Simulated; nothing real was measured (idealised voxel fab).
This section sets out a process module, namely voxel gate over fins.
The width of the displayed cross-section, cut, is 215 nm; its cells are square, with a size of 5 nm.
When this document writes out a cross-section, it uses a grid of square cells and lists it as bands, beginning at the top and moving down, with a band standing for one or more rows of cells. Look at the band entry: it leads with the top's height and the bottom's height in nm. Then it lists the materials left to right, with a width in nm for each. The word "edge to edge" on a single material says that material fills the band edge to edge. The word "air" is empty space. Heads up on the height convention: 0 is the point under which the incoming wafer is all one material, and the lowest band has no bottom, it just keeps going down, like "0 and below". Quick explanation for "30..40": the width changes in equal steps down the rows of cells, from the first number in the band's top row to the second number in its bottom row. A step reported as "all unchanged" is a step in which no cell of the cross-section changed. Empty spaces without an open route to the top, at least 8 cells in extent, make up the entry "Completely sealed voids"; each is given as width x height at distance, where the distance is measured from the left edge, and all are in nm. It should be noted that, on the line of a given step, the content following the step's settings is a remark produced by the simulator itself with respect to that step. overlay nm: mask offset rightward from planned place, masked step; negative means leftward offset.

-- Steps planned for the process
1) RECEIVE (material Si)
2) CONFORMAL_DEP (material SiN; thk nm 10)
3) DIRECTIONAL_DEP (material aC; thk nm 10)
4) PATTERN (tone cover; mask id FINS; material resist; width nm 15; pitch nm 40; thk nm 30; overlay nm 0)
5) DIRECTIONAL_ETCH (etch materials aC; depth nm 10)
6) STRIP (etch materials resist)
7) DIRECTIONAL_ETCH (etch materials SiN; depth nm 10)
8) DIRECTIONAL_ETCH (etch materials Si; depth nm 30)
9) STRIP (etch materials aC)
10) OXIDIZE (depth nm 5)
11) FILL_DEP (material SiO2; thk nm 5)
12) CMP (height nm 10)
13) SELECTIVE_ETCH (etch materials SiO2; depth nm 20)
14) STRIP (etch materials SiN)
15) CONFORMAL_DEP (material HfO2; thk nm 5)
16) CONFORMAL_DEP (material TiN; thk nm 5)
17) FILL_DEP (material W; thk nm 10)
18) CMP (height nm 15)
19) CONFORMAL_DEP (material SiCN; thk nm 5)

-- Cross-section of the wafer as it came to us, i.e., already through step 1
- 0 and below | Si edge to edge
- Completely sealed voids: none

-- End-of-module XS, first of two wafers, run as planned
- 20 down to 15 | SiCN edge to edge
- 15 down to 10 | W edge to edge
- 10 down to 5 | W (55)  TiN (25)  W (15)  TiN (25)  W (15)  TiN (25)  W (55)
- 5 down to 0 | W (55)  TiN (5)  HfO2 (15)  TiN (5)  W (15)  TiN (5)  HfO2 (15)  TiN (5)  W (15)  TiN (5)  HfO2 (15)  TiN (5)  W (55)
- 0 down to -5 | TiN (60)  HfO2 (5)  Si (5)  HfO2 (5)  TiN (25)  HfO2 (5)  Si (5)  HfO2 (5)  TiN (25)  HfO2 (5)  Si (5)  HfO2 (5)  TiN (60)
- -5 down to -10 | HfO2 (65)  Si (5)  HfO2 (35)  Si (5)  HfO2 (35)  Si (5)  HfO2 (65)
- -10 down to -35 | SiO2 (65)  Si (5)  SiO2 (35)  Si (5)  SiO2 (35)  Si (5)  SiO2 (65)
- -35 and below | Si edge to edge
- Completely sealed voids: none

-- Wafer two, end of module, cross-section. Same start, same plan as wafer one. One mistake in the run
- 20 down to 15 | SiCN edge to edge
- 15 down to 10 | W (50)  TiN (5)  HfO2 (25)  TiN (5)  W (5)  TiN (5)  HfO2 (25)  TiN (5)  W (5)  TiN (5)  HfO2 (25)  TiN (5)  W (50)
- 10 down to 0 | W (50)  TiN (5)  HfO2 (5)  SiN (15)  HfO2 (5)  TiN (5)  W (5)  TiN (5)  HfO2 (5)  SiN (15)  HfO2 (5)  TiN (5)  W (5)  TiN (5)  HfO2 (5)  SiN (15)  HfO2 (5)  TiN (5)  W (50)
- 0 down to -10 | W (50)  TiN (5..10)  HfO2 (10..5)  Si (5)  HfO2 (10..5)  TiN (5..10)  W (5)  TiN (5..10)  HfO2 (10..5)  Si (5)  HfO2 (10..5)  TiN (5..10)  W (5)  TiN (5..10)  HfO2 (10..5)  Si (5)  HfO2 (10..5)  TiN (5..10)  W (50)
- -10 down to -15 | W (55)  TiN (5)  HfO2 (5)  Si (5)  HfO2 (5)  TiN (5)  W (15)  TiN (5)  HfO2 (5)  Si (5)  HfO2 (5)  TiN (5)  W (15)  TiN (5)  HfO2 (5)  Si (5)  HfO2 (5)  TiN (5)  W (55)
- -15 down to -20 | W (55)  TiN (5)  HfO2 (5)  Si (5)  HfO2 (5)  TiN (5)  W (5)  air (5)  W (5)  TiN (5)  HfO2 (5)  Si (5)  HfO2 (5)  TiN (5)  W (5)  air (5)  W (5)  TiN (5)  HfO2 (5)  Si (5)  HfO2 (5)  TiN (5)  W (55)
- -20 down to -25 | W (55)  TiN (5)  HfO2 (5)  Si (5)  HfO2 (5)  TiN (5)  W (15)  TiN (5)  HfO2 (5)  Si (5)  HfO2 (5)  TiN (5)  W (15)  TiN (5)  HfO2 (5)  Si (5)  HfO2 (5)  TiN (5)  W (55)
- -25 down to -30 | TiN (60)  HfO2 (5)  Si (5)  HfO2 (5)  TiN (25)  HfO2 (5)  Si (5)  HfO2 (5)  TiN (25)  HfO2 (5)  Si (5)  HfO2 (5)  TiN (60)
- -30 down to -35 | HfO2 (65)  Si (5)  HfO2 (35)  Si (5)  HfO2 (35)  Si (5)  HfO2 (65)
- -35 and below | Si edge to edge
- Completely sealed voids: none
Processing error: note that step 14 departed from the planned setting and was carried out as STRIP (etch materials SiO2)
Materials where the second wafer ends with more or fewer cells than the first: HfO2: 54 more, SiN: 18 more, SiO2: 200 fewer, TiN: 33 more, W: 93 more
